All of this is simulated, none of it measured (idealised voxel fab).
The following is a process module called voxel wiring stack.
The cross-section on display is named cut; it measures 215 nm wide, and its cells are 5 nm squares.
If you're reading a cross-section in this doc, picture square cells in a grid; it comes to you as bands, top ones listed first down to the bottom, and a band can be one or more rows of cells.
It is stipulated that each band's entry specify, in nanometres, the height of the top of the band and then that of its bottom, followed by the materials of the band in left-to-right sequence, each together with its width in nanometres. A single material marked by the word "edge to edge" is understood to fill the band from edge to edge; the word "blank" is understood to denote empty space.
Beneath 0, the wafer as received is one material, and that level is where height counting begins. The lowest band goes on downward without a bottom; it is written like "0 -> down".
Quick explanation for "30->40": the width changes in equal steps down the rows of cells, from the first number in the band's top row to the second number in its bottom row.
Reading "no change occurred" for a step: not a cell of the cross-section changed in it.
For the entry "Enclosed internal voids", the listed items are empty spaces with no open way to the top whose size is 8 cells or more; each item follows the pattern width x height at distance, where distance is from the left edge and all three are in nm.
Post-settings text on a step line: simulator's own remark regarding the step.
The setting "overlay nm" may be written on the line of a step. When the step uses a mask, the value reports how far to the right of the planned place the mask lay, and a negative value reports that it lay to the left.

# The process steps that were planned are listed below
step 1: RECEIVE, material Si
step 2: CONFORMAL_DEP, material SiO2, thk nm 15
step 3: DIRECTIONAL_DEP, material TiN, thk nm 5
step 4: DIRECTIONAL_DEP, material Ru, thk nm 20
step 5: DIRECTIONAL_DEP, material aC, thk nm 10
step 6: PATTERN, tone cover, mask id METAL_1, material resist, width nm 25, pitch nm 50, thk nm 30, overlay nm 0
step 7: DIRECTIONAL_ETCH, etch materials aC, depth nm 10
step 8: STRIP, etch materials resist
step 9: DIRECTIONAL_ETCH, etch materials Ru, depth nm 20
step 10: DIRECTIONAL_ETCH, etch materials TiN, depth nm 5
step 11: STRIP, etch materials aC
step 12: FILL_DEP, material SiO2, thk nm 10
step 13: CMP, height nm 40
step 14: CONFORMAL_DEP, material SiCN, thk nm 5
step 15: DIRECTIONAL_DEP, material SiO2, thk nm 20
step 16: MASKED_ETCH, tone open, mask id PLUG_1, width nm 15, pitch nm 50, etch materials SiO2, depth nm 20, overlay nm 0
step 17: MASKED_ETCH, tone open, mask id PLUG_1, width nm 15, pitch nm 50, etch materials SiCN, depth nm 5, overlay nm 0
step 18: EPI, material Ru, thk nm 10
step 19: EPI, material Ru, thk nm 10
step 20: EPI, material Ru, thk nm 5
step 21: DIRECTIONAL_DEP, material TiN, thk nm 5
step 22: DIRECTIONAL_DEP, material Ru, thk nm 15
step 23: DIRECTIONAL_DEP, material aC, thk nm 10
step 24: PATTERN, tone cover, mask id METAL_2, material resist, width nm 25, pitch nm 50, thk nm 30, overlay nm 0
step 25: DIRECTIONAL_ETCH, etch materials aC, depth nm 10
step 26: STRIP, etch materials resist
step 27: DIRECTIONAL_ETCH, etch materials Ru, depth nm 15
step 28: DIRECTIONAL_ETCH, etch materials TiN, depth nm 5
step 29: STRIP, etch materials aC
step 30: FILL_DEP, material SiO2, thk nm 5
step 31: CMP, height nm 85
step 32: CONFORMAL_DEP, material SiCN, thk nm 5
step 33: DIRECTIONAL_DEP, material lowk, thk nm 10
step 34: MASKED_ETCH, tone open, mask id PLUG_2, width nm 15, pitch nm 50, etch materials lowk, depth nm 10, overlay nm 0
step 35: MASKED_ETCH, tone open, mask id PLUG_2, width nm 15, pitch nm 50, etch materials SiCN, depth nm 5, overlay nm 0
step 36: CONFORMAL_DEP, material TiN, thk nm 5
step 37: FILL_DEP, material W, thk nm 5
step 38: CMP, height nm 100
step 39: CONFORMAL_DEP, material SiN, thk nm 5
step 40: DIRECTIONAL_DEP, material SiO2, thk nm 25
step 41: PATTERN, tone open, mask id METAL_3, material resist, width nm 25, pitch nm 50, thk nm 20, overlay nm 0
step 42: DIRECTIONAL_ETCH, etch materials SiO2, depth nm 25
step 43: DIRECTIONAL_ETCH, etch materials SiN, depth nm 5
step 44: STRIP, etch materials resist
step 45: CONFORMAL_DEP, material TiN, thk nm 5
step 46: FILL_DEP, material Cu, thk nm 5
step 47: CMP, height nm 130
step 48: CONFORMAL_DEP, material SiCN, thk nm 5
step 49: DIRECTIONAL_DEP, material SiO2, thk nm 20
step 50: MASKED_ETCH, tone open, mask id PLUG_3, width nm 15, etch materials SiO2, depth nm 20, overlay nm 0
step 51: MASKED_ETCH, tone open, mask id PLUG_3, width nm 15, etch materials SiCN, depth nm 5, overlay nm 0
step 52: EPI, material Ru, thk nm 10
step 53: EPI, material Ru, thk nm 10
step 54: EPI, material Ru, thk nm 5
step 55: CONFORMAL_DEP, material SiCN, thk nm 5
step 56: DIRECTIONAL_DEP, material lowk, thk nm 25
step 57: MASKED_ETCH, tone open, mask id METAL_4, width nm 25, pitch nm 50, etch materials lowk, depth nm 25, overlay nm 0
step 58: MASKED_ETCH, tone open, mask id METAL_4, width nm 25, pitch nm 50, etch materials SiCN, depth nm 5, overlay nm 0
step 59: CONFORMAL_DEP, material TiN, thk nm 5
step 60: FILL_DEP, material Cu, thk nm 10
step 61: CMP, height nm 185
step 62: CONFORMAL_DEP, material SiN, thk nm 5

# Delivered wafer in cross-section: state after step 1
- 0 -> down  Si edge to edge
- Enclosed internal voids: none

# Result of the module, cross-sectioned: start per above, plan per above, one error in how it was run
- 190 -> 185  SiN edge to edge
- 185 -> 160  70 lowk, 5 TiN, 15 Cu, 5 TiN, 25 lowk, 5 TiN, 15 Cu, 5 TiN, 70 lowk
- 160 -> 155  70 SiCN, 25 TiN, 25 SiCN, 25 TiN, 70 SiCN
- 155 -> 135  70 SiO2, 15 Ru, 130 SiO2
- 135 -> 130  70 SiCN, 15 Ru, 130 SiCN
- 130 -> 105  70 SiO2, 5 TiN, 15 Cu, 5 TiN, 25 SiO2, 5 TiN, 15 Cu, 5 TiN, 70 SiO2
- 105 -> 100  70 SiN, 25 TiN, 25 SiN, 25 TiN, 70 SiN
- 100 -> 90  70 lowk, 5 TiN, 5 W, 5 TiN, 35 lowk, 5 TiN, 5 W, 5 TiN, 80 lowk
- 90 -> 85  70 SiCN, 15 TiN, 35 SiCN, 15 TiN, 80 SiCN
- 85 -> 70  70 SiO2, 25 Ru, 25 SiO2, 25 Ru, 70 SiO2
- 70 -> 65  70 SiO2, 25 TiN, 25 SiO2, 25 TiN, 70 SiO2
- 65 -> 45  50 SiO2, 105 Ru, 60 SiO2
- 45 -> 40  70 SiCN, 15 Ru, 35 SiCN, 15 Ru, 80 SiCN
- 40 -> 20  70 SiO2, 25 Ru, 25 SiO2, 25 Ru, 70 SiO2
- 20 -> 15  70 SiO2, 25 TiN, 25 SiO2, 25 TiN, 70 SiO2
- 15 -> 0  SiO2 edge to edge
- 0 -> down  Si edge to edge
- Enclosed internal voids: none
The plan and the run diverged here: step 15 of the plan was excluded from execution and never run
